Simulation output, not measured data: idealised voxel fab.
process module | voxel ribs on slabs
Xsec cut, 285 nm wide, square cell size 5 nm.
Cross-section layout: square cells on a grid; listed as bands, top to bottom; a band spans one or more cell rows. The entry gives the band's vertical extent as a top height and a bottom height in nm, then its horizontal make-up as materials from left to right, each with a width in nm. "blank" stands for empty space; a single material marked "everywhere" fills the band edge to edge. The level at which height equals 0 is the one under which the wafer, as it arrives, is entirely one material. No lower edge exists for the bottom band, which continues downward and is notated as in "from 0 down". The two numbers in a width such as "30 to 40" mark its ends across the band: the first belongs to the top row of cells, the second to the bottom row, and from each row to the next the width moves by the same amount. Where the words "remains unaltered" appear for a step, the cross-section shows no cell changed by that step; every cell remained as before. Closed voids list: empty space of 8 cells or more with no open way to the top, each as width x height at its distance from the left edge, in nm. Formally, on a step line, whatever follows the settings is a remark that the simulator itself makes on the step. The setting "overlay nm" may be written on the line of a step. When the step uses a mask, the value reports how far to the right of the planned place the mask lay, and a negative value reports that it lay to the left.

**Steps in the process plan**
1) RECEIVE, material Si
2) DIRECTIONAL_DEP, material SiO2, thk nm 20
3) DIRECTIONAL_DEP, material polySi, thk nm 15
4) MASKED_ETCH, tone cover, mask id RIB, width nm 20, etch materials polySi, depth nm 5, overlay nm 0
5) DIRECTIONAL_DEP, material aC, thk nm 10
6) PATTERN, tone cover, mask id SLAB, material resist, width nm 50, thk nm 25, overlay nm 0
7) DIRECTIONAL_ETCH, etch materials aC, depth nm 10
8) STRIP, etch materials resist
9) DIRECTIONAL_ETCH, etch materials polySi, depth nm 10
10) STRIP, etch materials aC
11) FILL_DEP, material SiO2, thk nm 20
12) CMP, height nm 45
13) DIRECTIONAL_DEP, material TiN, thk nm 5
14) PATTERN, tone cover, mask id HEATER, material resist, width nm 30, thk nm 20, overlay nm 0
15) DIRECTIONAL_ETCH, etch materials TiN, depth nm 5
16) STRIP, etch materials resist
17) CONFORMAL_DEP, material SiO2, thk nm 10

**Run as planned: first of two wafers**

**The cross-section here shows the wafer as received, i.e. in its state after step 1**
  from 0 down  Si everywhere
  Closed voids list: none

**The following cross-section depicts the wafer upon completion of step 2**
  from 20 to 0  SiO2 everywhere
  below 0: unchanged

**The following cross-section depicts the wafer upon completion of step 3**
  from 35 to 20  polySi everywhere
  below 20: unchanged

**The following cross-section depicts the wafer upon completion of step 4**
  from 35 to 30  130 nm blank  20 nm polySi  135 nm blank
  below 30: unchanged

**The following cross-section depicts the wafer upon completion of step 5**
  from 45 to 40  130 nm blank  20 nm aC  135 nm blank
  from 40 to 35  aC everywhere
  from 35 to 30  130 nm aC  20 nm polySi  135 nm aC
  below 30: unchanged

**The following cross-section depicts the wafer upon completion of step 6**
  from 70 to 45  115 nm blank  50 nm resist  120 nm blank
  from 45 to 40  115 nm blank  15 nm resist  20 nm aC  15 nm resist  120 nm blank
  below 40: unchanged

**The following cross-section depicts the wafer upon completion of step 7**
  from 60 to 45  115 nm blank  50 nm resist  120 nm blank
  from 45 to 40  115 nm blank  15 nm resist  20 nm aC  15 nm resist  120 nm blank
  from 40 to 35  115 nm blank  50 nm aC  120 nm blank
  from 35 to 30  115 nm blank  15 nm aC  20 nm polySi  15 nm aC  120 nm blank
  below 30: unchanged

**The following cross-section depicts the wafer upon completion of step 8**
  from 45 to 35  130 to 115 nm blank  20 to 50 nm aC  135 to 120 nm blank
  below 35: unchanged

**The following cross-section depicts the wafer upon completion of step 9**
  from 45 to 35  130 to 115 nm blank  20 to 50 nm aC  135 to 120 nm blank
  from 35 to 30  115 nm blank  15 nm aC  20 nm polySi  15 nm aC  120 nm blank
  from 30 to 20  115 nm blank  50 nm polySi  120 nm blank
  below 20: unchanged

**The following cross-section depicts the wafer upon completion of step 10**
  from 35 to 30  130 nm blank  20 nm polySi  135 nm blank
  below 30: unchanged

**The following cross-section depicts the wafer upon completion of step 11**
  from 55 to 35  SiO2 everywhere
  from 35 to 30  130 nm SiO2  20 nm polySi  135 nm SiO2
  from 30 to 20  115 nm SiO2  50 nm polySi  120 nm SiO2
  below 20: unchanged

**The following cross-section depicts the wafer upon completion of step 12**
  from 45 to 35  SiO2 everywhere
  below 35: unchanged

**The following cross-section depicts the wafer upon completion of step 13**
  from 50 to 45  TiN everywhere
  below 45: unchanged

**The following cross-section depicts the wafer upon completion of step 14**
  from 70 to 50  125 nm blank  30 nm resist  130 nm blank
  below 50: unchanged

**The following cross-section depicts the wafer upon completion of step 15**
  from 70 to 50  125 nm blank  30 nm resist  130 nm blank
  from 50 to 45  125 nm blank  30 nm TiN  130 nm blank
  below 45: unchanged

**The following cross-section depicts the wafer upon completion of step 16**
  from 50 to 45  125 nm blank  30 nm TiN  130 nm blank
  below 45: unchanged

**The following cross-section depicts the wafer upon completion of step 17**
  from 60 to 55  115 nm blank  50 nm SiO2  120 nm blank
  from 55 to 50  SiO2 everywhere
  from 50 to 45  125 nm SiO2  30 nm TiN  130 nm SiO2
  below 45: unchanged

**Regarding the second of the two wafers: it shared the first wafer's starting condition and process plan, yet one error occurred during its execution. Its history coincides with that of the first wafer up to and including step 1**

**The second wafer in cross-section, at the planned close of step 2**
  from 15 to 0  polySi everywhere
  below 0: unchanged

**The second wafer in cross-section, at the planned close of step 3**
  from 35 to 15  SiO2 everywhere
  below 15: unchanged

The second wafer in cross-section, at the planned close of step 4: remains unaltered

**The second wafer in cross-section, at the planned close of step 5**
  from 45 to 35  aC everywhere
  below 35: unchanged

**The second wafer in cross-section, at the planned close of step 6**
  from 70 to 45  115 nm blank  50 nm resist  120 nm blank
  below 45: unchanged

**The second wafer in cross-section, at the planned close of step 7**
  from 60 to 45  115 nm blank  50 nm resist  120 nm blank
  from 45 to 35  115 nm blank  50 nm aC  120 nm blank
  below 35: unchanged

**The second wafer in cross-section, at the planned close of step 8**
  from 45 to 35  115 nm blank  50 nm aC  120 nm blank
  below 35: unchanged

The second wafer in cross-section, at the planned close of step 9: remains unaltered

**The second wafer in cross-section, at the planned close of step 10**
  from 35 to 15  SiO2 everywhere
  below 15: unchanged

**The second wafer in cross-section, at the planned close of step 11**
  from 55 to 15  SiO2 everywhere
  below 15: unchanged

**The second wafer in cross-section, at the planned close of step 12**
  from 45 to 15  SiO2 everywhere
  below 15: unchanged

**The second wafer in cross-section, at the planned close of step 13**
  from 50 to 45  TiN everywhere
  below 45: unchanged

**The second wafer in cross-section, at the planned close of step 14**
  from 70 to 50  125 nm blank  30 nm resist  130 nm blank
  below 50: unchanged

**The second wafer in cross-section, at the planned close of step 15**
  from 70 to 50  125 nm blank  30 nm resist  130 nm blank
  from 50 to 45  125 nm blank  30 nm TiN  130 nm blank
  below 45: unchanged

**The second wafer in cross-section, at the planned close of step 16**
  from 50 to 45  125 nm blank  30 nm TiN  130 nm blank
  below 45: unchanged

**The second wafer in cross-section, at the planned close of step 17**
  from 60 to 55  115 nm blank  50 nm SiO2  120 nm blank
  from 55 to 50  SiO2 everywhere
  from 50 to 45  125 nm SiO2  30 nm TiN  130 nm SiO2
  below 45: unchanged
Nonconformance to the process plan: it was found that steps 2 and 3 of the process plan had been performed in exchanged positions
Counted in cells at the end, the second wafer holds more or fewer of these materials than the first: SiO2 -147 | polySi +147
